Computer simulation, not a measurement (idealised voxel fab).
process module | voxel double patterning
Cross-sectional view cut (width: 260 nm; square cell size: 5 nm).
Just so we're on the same page, the cross-sections are grids of square cells, and they're listed out in bands top to bottom, each band one or more rows deep.
What a band's entry tells you: where the top is and where the bottom is, as heights in nm, and after that what lies inside, material by material from left to right, each with its width in nm. Empty space is written as the word "blank", and a single material marked with the word "full width" occupies the band from edge to edge.
Convention: height 0 is the level below which the wafer, as received, is all one material. The lowest band does not terminate at the bottom but continues downward, represented as "0 down".
The two numbers in a width such as "30 to 40" mark its ends across the band: the first belongs to the top row of cells, the second to the bottom row, and from each row to the next the width moves by the same amount.
No cell of the cross-section changed in a step that is given as "remains unaltered".
Heads up: "Enclosed void catalog" only lists the empty pockets with no open path to the top that are 8 cells or more, and it writes them as width x height at distance, distance from the left edge, in nm.
Step line, after settings: the simulator's comment on this step.
overlay nm: right-of-plan distance of the mask on a masked step; negative values mean left-of-plan.
Planned process steps
1: RECEIVE: material Si
2: CONFORMAL_DEP: material SiN, thk nm 10
3: DIRECTIONAL_DEP: material SiO2, thk nm 15
4: DIRECTIONAL_DEP: material SiCN, thk nm 10
5: PATTERN: tone open, mask id FIRST, material resist, width nm 15, pitch nm 50, thk nm 15, overlay nm 0
6: DIRECTIONAL_ETCH: etch materials SiCN, depth nm 10
7: STRIP: etch materials resist
8: DIRECTIONAL_DEP: material aC, thk nm 15
9: PATTERN: tone open, mask id SECOND, material resist, width nm 15, thk nm 35, overlay nm 0
10: DIRECTIONAL_ETCH: etch materials aC, depth nm 15
11: STRIP: etch materials resist
12: DIRECTIONAL_ETCH: etch materials SiCN, depth nm 10
13: STRIP: etch materials aC
14: DIRECTIONAL_ETCH: etch materials SiO2, depth nm 15
15: STRIP: etch materials SiCN
First wafer, two in total, run as planned
Received-state cross-section, reflecting completion of step 1
- 0 down  Si full width
- Enclosed void catalog: none
Cross-section of the wafer subsequent to step 2
- 10 to 0  SiN full width
- Under 0: no change, same as before.
Cross-section of the wafer subsequent to step 3
- 25 to 10  SiO2 full width
- Under 10: no change, same as before.
Cross-section of the wafer subsequent to step 4
- 35 to 25  SiCN full width
- Under 25: no change, same as before.
Cross-section of the wafer subsequent to step 5
- 50 to 35  resist: 95  blank: 15  resist: 35  blank: 15  resist: 100
- Under 35: no change, same as before.
Cross-section of the wafer subsequent to step 6
- 50 to 35  resist: 95  blank: 15  resist: 35  blank: 15  resist: 100
- 35 to 25  SiCN: 95  blank: 15  SiCN: 35  blank: 15  SiCN: 100
- Under 25: no change, same as before.
Cross-section of the wafer subsequent to step 7
- 35 to 25  SiCN: 95  blank: 15  SiCN: 35  blank: 15  SiCN: 100
- Under 25: no change, same as before.
Cross-section of the wafer subsequent to step 8
- 50 to 40  aC: 95  blank: 15  aC: 35  blank: 15  aC: 100
- 40 to 35  aC full width
- 35 to 25  SiCN: 95  aC: 15  SiCN: 35  aC: 15  SiCN: 100
- Under 25: no change, same as before.
Cross-section of the wafer subsequent to step 9
- 85 to 50  resist: 120  blank: 15  resist: 125
- 50 to 40  aC: 95  resist: 15  aC: 35  resist: 15  aC: 100
- Under 40: no change, same as before.
Cross-section of the wafer subsequent to step 10
- 70 to 50  resist: 120  blank: 15  resist: 125
- 50 to 40  aC: 95  resist: 15  aC: 10  blank: 15  aC: 10  resist: 15  aC: 100
- 40 to 35  aC: 120  blank: 15  aC: 125
- Under 35: no change, same as before.
Cross-section of the wafer subsequent to step 11
- 50 to 40  aC: 95  blank: 15  aC: 10  blank: 15  aC: 10  blank: 15  aC: 100
- Under 40: no change, same as before.
Cross-section of the wafer subsequent to step 12
- 50 to 40  aC: 95  blank: 15  aC: 10  blank: 15  aC: 10  blank: 15  aC: 100
- 40 to 35  aC: 120  blank: 15  aC: 125
- 35 to 25  SiCN: 95  aC: 15  SiCN: 10  blank: 15  SiCN: 10  aC: 15  SiCN: 100
- Under 25: no change, same as before.
Cross-section of the wafer subsequent to step 13
- 35 to 25  SiCN: 95  blank: 15  SiCN: 10  blank: 15  SiCN: 10  blank: 15  SiCN: 100
- Under 25: no change, same as before.
Cross-section of the wafer subsequent to step 14
- 35 to 25  SiCN: 95  blank: 15  SiCN: 10  blank: 15  SiCN: 10  blank: 15  SiCN: 100
- 25 to 10  SiO2: 95  blank: 15  SiO2: 10  blank: 15  SiO2: 10  blank: 15  SiO2: 100
- Under 10: no change, same as before.
Cross-section of the wafer subsequent to step 15
- 25 to 10  SiO2: 95  blank: 15  SiO2: 10  blank: 15  SiO2: 10  blank: 15  SiO2: 100
- Under 10: no change, same as before.
Wafer two of two - same starting point, same process plan, one mistake in execution; matches wafer one up to and including step 8
Look at the second wafer in cross-section at the time step 9 ought to have finished
- 85 to 50  blank: 120  resist: 15  blank: 125
- Under 50: no change, same as before.
Look at the second wafer in cross-section at the time step 10 ought to have finished
- 70 to 50  blank: 120  resist: 15  blank: 125
- 50 to 35  blank: 120  aC: 15  blank: 125
- 35 to 25  SiCN: 95  blank: 15  SiCN: 35  blank: 15  SiCN: 100
- Under 25: no change, same as before.
Look at the second wafer in cross-section at the time step 11 ought to have finished
- 50 to 35  blank: 120  aC: 15  blank: 125
- Under 35: no change, same as before.
Look at the second wafer in cross-section at the time step 12 ought to have finished
- 50 to 35  blank: 120  aC: 15  blank: 125
- 35 to 25  blank: 120  SiCN: 15  blank: 125
- Under 25: no change, same as before.
Look at the second wafer in cross-section at the time step 13 ought to have finished
- 35 to 25  blank: 120  SiCN: 15  blank: 125
- Under 25: no change, same as before.
Look at the second wafer in cross-section at the time step 14 ought to have finished
- 35 to 25  blank: 120  SiCN: 15  blank: 125
- 25 to 10  blank: 120  SiO2: 15  blank: 125
- Under 10: no change, same as before.
Look at the second wafer in cross-section at the time step 15 ought to have finished
- 25 to 10  blank: 120  SiO2: 15  blank: 125
- Under 10: no change, same as before.
Deviation noted in wafer processing: rather than as planned, step 9 actually ran as PATTERN: tone cover, mask id SECOND, material resist, width nm 15, thk nm 35, overlay nm 0
at the end the second wafer has, in cells: SiO2: 120 fewer
